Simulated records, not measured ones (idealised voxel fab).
process module | voxel released beams
cross-section cut | 190 nm wide | cells 5 nm
A cross-section is a grid of square cells, given in bands from the top down. A band is one or more rows of cells.
Each band's line starts with the height of the band's top and of its bottom, in nm. Then come its materials from left to right, each with its width in nm. One material with "throughout" fills the band from edge to edge. "air" is empty space.
Height 0 is the level under which the wafer as received is all one material. The lowest band goes on downwards, as in "0 down".
A width such as "30 to 40" changes by the same amount from each row of cells to the next, from the band's top row to its bottom row.
"no change" after a step means that no cell of the cross-section changed.
closed voids: empty space of 8 cells or more with no open way to the top, each as width x height at its distance from the left edge, in nm
after a step's settings: what the simulator itself notes on the step
overlay nm, on a step with a mask: how far to the right of its planned place the mask lay; to the left if negative
plan
1 op RECEIVE | material Si
2 op CONFORMAL_DEP | material SiN | thk nm 10
3 op DIRECTIONAL_DEP | material SiO2 | thk nm 10
4 op DIRECTIONAL_DEP | material aC | thk nm 15
5 op PATTERN | tone open | mask id ANCHOR | material resist | width nm 25 | thk nm 35 | overlay nm 0
6 op DIRECTIONAL_ETCH | etch materials aC | depth nm 15
7 op STRIP | etch materials resist
8 op DIRECTIONAL_ETCH | etch materials SiO2 | depth nm 10
9 op STRIP | etch materials aC
10 op CONFORMAL_DEP | material TiN | thk nm 10
11 op DIRECTIONAL_DEP | material aC | thk nm 10
12 op PATTERN | tone cover | mask id BEAM | material resist | width nm 100 | thk nm 30 | overlay nm 0
13 op DIRECTIONAL_ETCH | etch materials aC | depth nm 10
14 op STRIP | etch materials resist
15 op DIRECTIONAL_ETCH | etch materials TiN | depth nm 10
16 op STRIP | etch materials aC
17 op STRIP | etch materials SiO2
varied across the wafers: width nm of step 5. The plan shows the first wafer's value. All wafers start alike
first wafer as received, after step 1
  0 down: Si throughout
  closed voids: none
first wafer at the end, after step 17
  30 to 20: air 40 | TiN 20 | air 5 | TiN 75 | air 50
  20 to 10: air 50 | TiN 25 | air 115
  10 to 0: SiN throughout
  0 down: Si throughout
  closed voids: none
last wafer at the end
  30 to 20: air 40 | TiN 10 | air 30 | TiN 60 | air 50
  20 to 10: air 40 | TiN 50 | air 100
  10 to 0: SiN throughout
  0 down: Si throughout
  closed voids: none
each wafer at the end: cells of each material gained (+) or lost (-) since it was received, then its closed voids
width nm 25 | +76 SiN | +48 TiN | closed voids: none
width nm 30 | +76 SiN | +48 TiN | closed voids: none
width nm 35 | +76 SiN | +48 TiN | closed voids: none
width nm 40 | +76 SiN | +48 TiN | closed voids: none
width nm 45 | +76 SiN | +48 TiN | closed voids: none
width nm 50 | +76 SiN | +48 TiN | closed voids: none
